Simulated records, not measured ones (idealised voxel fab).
Title: Process Module voxel self aligned vias
Xsec cut, 260 nm wide, square cell size 5 nm.
Cross-sections here: square-cell grids, written as top-down lists of bands, a band being one or more rows of cells. Band: top and bottom heights (nm) first, top before bottom; then materials from left to right, widths in nm. "everywhere" marks a sole material filling the band edge to edge. "blank" denotes empty space. Heads up on the height convention: 0 is the point under which the incoming wafer is all one material, and the lowest band has no bottom, it just keeps going down, like "0 and below". With a width like "30..40", each row of cells in the band differs from the next by the same amount, the top row carrying the first number and the bottom row the second. For the purposes of this document, the phrase "stayed the same" attached to a step denotes that no cell within the cross-section was modified by that step. "Fully sealed voids" enumerates empty spaces isolated from the top, with no open way to it, that contain at least 8 cells, giving each as width x height at distance from the left edge, all three in nm. That trailing text on a step's line, after the settings, is the simulator's own remark on the step. The optional step-line setting "overlay nm" applies to steps with a mask and quantifies how far to the right of its planned location the mask lay, a negative value indicating leftward placement.

So here's the lineup of process steps we planned:
step 1: RECEIVE [material Si]
step 2: CONFORMAL_DEP [material SiO2] [thk nm 10]
step 3: CONFORMAL_DEP [material SiCN] [thk nm 5]
step 4: DIRECTIONAL_DEP [material lowk] [thk nm 30]
step 5: MASKED_ETCH [tone open] [mask id LINES] [width nm 25] [pitch nm 60] [etch materials lowk] [depth nm 30] [overlay nm 0]
step 6: CONFORMAL_DEP [material TiN] [thk nm 5]
step 7: FILL_DEP [material Ru] [thk nm 10]
step 8: CMP [height nm 45]
step 9: SELECTIVE_ETCH [etch materials W Ru TiN] [depth nm 5]
step 10: FILL_DEP [material SiN] [thk nm 5]
step 11: CMP [height nm 45]
step 12: DIRECTIONAL_DEP [material lowk] [thk nm 15]
step 13: PATTERN [tone open] [mask id VIAS] [material resist] [width nm 35] [pitch nm 60] [thk nm 15] [overlay nm 0]
step 14: DIRECTIONAL_ETCH [etch materials lowk] [depth nm 15]
step 15: DIRECTIONAL_ETCH [etch materials SiN] [depth nm 5]
step 16: STRIP [etch materials resist]
step 17: CONFORMAL_DEP [material TiN] [thk nm 5]
step 18: FILL_DEP [material Cu] [thk nm 10]
step 19: CMP [height nm 60]
step 20: CONFORMAL_DEP [material SiCN] [thk nm 5]

Run as planned: first of two wafers:

As-received wafer cross-section (after step 1):
* 0 and below | Si everywhere
* Fully sealed voids: none

After step 2: wafer cross-section:
* 10 down to 0 | SiO2 everywhere
* At heights below 0, the structure remains unaltered.

After step 3: wafer cross-section:
* 15 down to 10 | SiCN everywhere
* At heights below 10, the structure remains unaltered.

After step 4: wafer cross-section:
* 45 down to 15 | lowk everywhere
* At heights below 15, the structure remains unaltered.

After step 5: wafer cross-section:
* 45 down to 15 | lowk 55 / blank 25 / lowk 35 / blank 25 / lowk 35 / blank 25 / lowk 60
* At heights below 15, the structure remains unaltered.

After step 6: wafer cross-section:
* 50 down to 45 | TiN 60 / blank 15 / TiN 45 / blank 15 / TiN 45 / blank 15 / TiN 65
* 45 down to 20 | lowk 55 / TiN 5 / blank 15 / TiN 5 / lowk 35 / TiN 5 / blank 15 / TiN 5 / lowk 35 / TiN 5 / blank 15 / TiN 5 / lowk 60
* 20 down to 15 | lowk 55 / TiN 25 / lowk 35 / TiN 25 / lowk 35 / TiN 25 / lowk 60
* At heights below 15, the structure remains unaltered.

After step 7: wafer cross-section:
* 60 down to 50 | Ru everywhere
* 50 down to 45 | TiN 60 / Ru 15 / TiN 45 / Ru 15 / TiN 45 / Ru 15 / TiN 65
* 45 down to 20 | lowk 55 / TiN 5 / Ru 15 / TiN 5 / lowk 35 / TiN 5 / Ru 15 / TiN 5 / lowk 35 / TiN 5 / Ru 15 / TiN 5 / lowk 60
* At heights below 20, the structure remains unaltered.

After step 8: wafer cross-section:
* 45 down to 20 | lowk 55 / TiN 5 / Ru 15 / TiN 5 / lowk 35 / TiN 5 / Ru 15 / TiN 5 / lowk 35 / TiN 5 / Ru 15 / TiN 5 / lowk 60
* At heights below 20, the structure remains unaltered.

After step 9: wafer cross-section:
* 45 down to 40 | lowk 55 / blank 25 / lowk 35 / blank 25 / lowk 35 / blank 25 / lowk 60
* At heights below 40, the structure remains unaltered.

After step 10: wafer cross-section:
* 50 down to 45 | SiN everywhere
* 45 down to 40 | lowk 55 / SiN 25 / lowk 35 / SiN 25 / lowk 35 / SiN 25 / lowk 60
* At heights below 40, the structure remains unaltered.

After step 11: wafer cross-section:
* 45 down to 40 | lowk 55 / SiN 25 / lowk 35 / SiN 25 / lowk 35 / SiN 25 / lowk 60
* At heights below 40, the structure remains unaltered.

After step 12: wafer cross-section:
* 60 down to 45 | lowk everywhere
* At heights below 45, the structure remains unaltered.

After step 13: wafer cross-section:
* 75 down to 60 | resist 50 / blank 35 / resist 25 / blank 35 / resist 25 / blank 35 / resist 55
* At heights below 60, the structure remains unaltered.

After step 14: wafer cross-section:
* 75 down to 60 | resist 50 / blank 35 / resist 25 / blank 35 / resist 25 / blank 35 / resist 55
* 60 down to 45 | lowk 50 / blank 35 / lowk 25 / blank 35 / lowk 25 / blank 35 / lowk 55
* At heights below 45, the structure remains unaltered.

After step 15: wafer cross-section:
* 75 down to 60 | resist 50 / blank 35 / resist 25 / blank 35 / resist 25 / blank 35 / resist 55
* 60 down to 45 | lowk 50 / blank 35 / lowk 25 / blank 35 / lowk 25 / blank 35 / lowk 55
* 45 down to 40 | lowk 55 / blank 25 / lowk 35 / blank 25 / lowk 35 / blank 25 / lowk 60
* At heights below 40, the structure remains unaltered.

After step 16: wafer cross-section:
* 60 down to 45 | lowk 50 / blank 35 / lowk 25 / blank 35 / lowk 25 / blank 35 / lowk 55
* At heights below 45, the structure remains unaltered.

After step 17: wafer cross-section:
* 65 down to 60 | TiN 55 / blank 25 / TiN 35 / blank 25 / TiN 35 / blank 25 / TiN 60
* 60 down to 50 | lowk 50 / TiN 5 / blank 25 / TiN 5 / lowk 25 / TiN 5 / blank 25 / TiN 5 / lowk 25 / TiN 5 / blank 25 / TiN 5 / lowk 55
* 50 down to 45 | lowk 50 / TiN 10 / blank 15 / TiN 10 / lowk 25 / TiN 10 / blank 15 / TiN 10 / lowk 25 / TiN 10 / blank 15 / TiN 10 / lowk 55
* 45 down to 40 | lowk 55 / TiN 25 / lowk 35 / TiN 25 / lowk 35 / TiN 25 / lowk 60
* At heights below 40, the structure remains unaltered.

After step 18: wafer cross-section:
* 75 down to 65 | Cu everywhere
* 65 down to 60 | TiN 55 / Cu 25 / TiN 35 / Cu 25 / TiN 35 / Cu 25 / TiN 60
* 60 down to 50 | lowk 50 / TiN 5 / Cu 25 / TiN 5 / lowk 25 / TiN 5 / Cu 25 / TiN 5 / lowk 25 / TiN 5 / Cu 25 / TiN 5 / lowk 55
* 50 down to 45 | lowk 50 / TiN 10 / Cu 15 / TiN 10 / lowk 25 / TiN 10 / Cu 15 / TiN 10 / lowk 25 / TiN 10 / Cu 15 / TiN 10 / lowk 55
* At heights below 45, the structure remains unaltered.

After step 19: wafer cross-section:
* 60 down to 50 | lowk 50 / TiN 5 / Cu 25 / TiN 5 / lowk 25 / TiN 5 / Cu 25 / TiN 5 / lowk 25 / TiN 5 / Cu 25 / TiN 5 / lowk 55
* At heights below 50, the structure remains unaltered.

After step 20: wafer cross-section:
* 65 down to 60 | SiCN everywhere
* At heights below 60, the structure remains unaltered.

Second wafer - shared start and plan with the first - one error in running - same as the first up to step 13 inclusive:

At the planned end of step 14, the second wafer in cross-section:
* 75 down to 60 | resist 50 / blank 35 / resist 25 / blank 35 / resist 25 / blank 35 / resist 55
* 60 down to 45 | lowk 50 / blank 35 / lowk 25 / blank 35 / lowk 25 / blank 35 / lowk 55
* 45 down to 40 | lowk 50 / blank 5 / SiN 25 / blank 5 / lowk 25 / blank 5 / SiN 25 / blank 5 / lowk 25 / blank 5 / SiN 25 / blank 5 / lowk 55
* 40 down to 30 | lowk 50 / blank 5 / TiN 5 / Ru 15 / TiN 5 / blank 5 / lowk 25 / blank 5 / TiN 5 / Ru 15 / TiN 5 / blank 5 / lowk 25 / blank 5 / TiN 5 / Ru 15 / TiN 5 / blank 5 / lowk 55
* At heights below 30, the structure remains unaltered.

At the planned end of step 15, the second wafer in cross-section:
* 75 down to 60 | resist 50 / blank 35 / resist 25 / blank 35 / resist 25 / blank 35 / resist 55
* 60 down to 40 | lowk 50 / blank 35 / lowk 25 / blank 35 / lowk 25 / blank 35 / lowk 55
* At heights below 40, the structure remains unaltered.

At the planned end of step 16, the second wafer in cross-section:
* 60 down to 40 | lowk 50 / blank 35 / lowk 25 / blank 35 / lowk 25 / blank 35 / lowk 55
* At heights below 40, the structure remains unaltered.

At the planned end of step 17, the second wafer in cross-section:
* 65 down to 60 | TiN 55 / blank 25 / TiN 35 / blank 25 / TiN 35 / blank 25 / TiN 60
* 60 down to 45 | lowk 50 / TiN 5 / blank 25 / TiN 5 / lowk 25 / TiN 5 / blank 25 / TiN 5 / lowk 25 / TiN 5 / blank 25 / TiN 5 / lowk 55
* 45 down to 40 | lowk 50 / TiN 35 / lowk 25 / TiN 35 / lowk 25 / TiN 35 / lowk 55
* 40 down to 30 | lowk 50 / TiN 10 / Ru 15 / TiN 10 / lowk 25 / TiN 10 / Ru 15 / TiN 10 / lowk 25 / TiN 10 / Ru 15 / TiN 10 / lowk 55
* At heights below 30, the structure remains unaltered.

At the planned end of step 18, the second wafer in cross-section:
* 75 down to 65 | Cu everywhere
* 65 down to 60 | TiN 55 / Cu 25 / TiN 35 / Cu 25 / TiN 35 / Cu 25 / TiN 60
* 60 down to 45 | lowk 50 / TiN 5 / Cu 25 / TiN 5 / lowk 25 / TiN 5 / Cu 25 / TiN 5 / lowk 25 / TiN 5 / Cu 25 / TiN 5 / lowk 55
* At heights below 45, the structure remains unaltered.

At the planned end of step 19, the second wafer in cross-section:
* 60 down to 45 | lowk 50 / TiN 5 / Cu 25 / TiN 5 / lowk 25 / TiN 5 / Cu 25 / TiN 5 / lowk 25 / TiN 5 / Cu 25 / TiN 5 / lowk 55
* At heights below 45, the structure remains unaltered.

At the planned end of step 20, the second wafer in cross-section:
* 65 down to 60 | SiCN everywhere
* At heights below 60, the structure remains unaltered.
Diagnosis: plan step 14 was conducted twice
Counted in cells at the end, the second wafer holds more or fewer of these materials than the first: +6 Cu, +12 TiN, -18 lowk
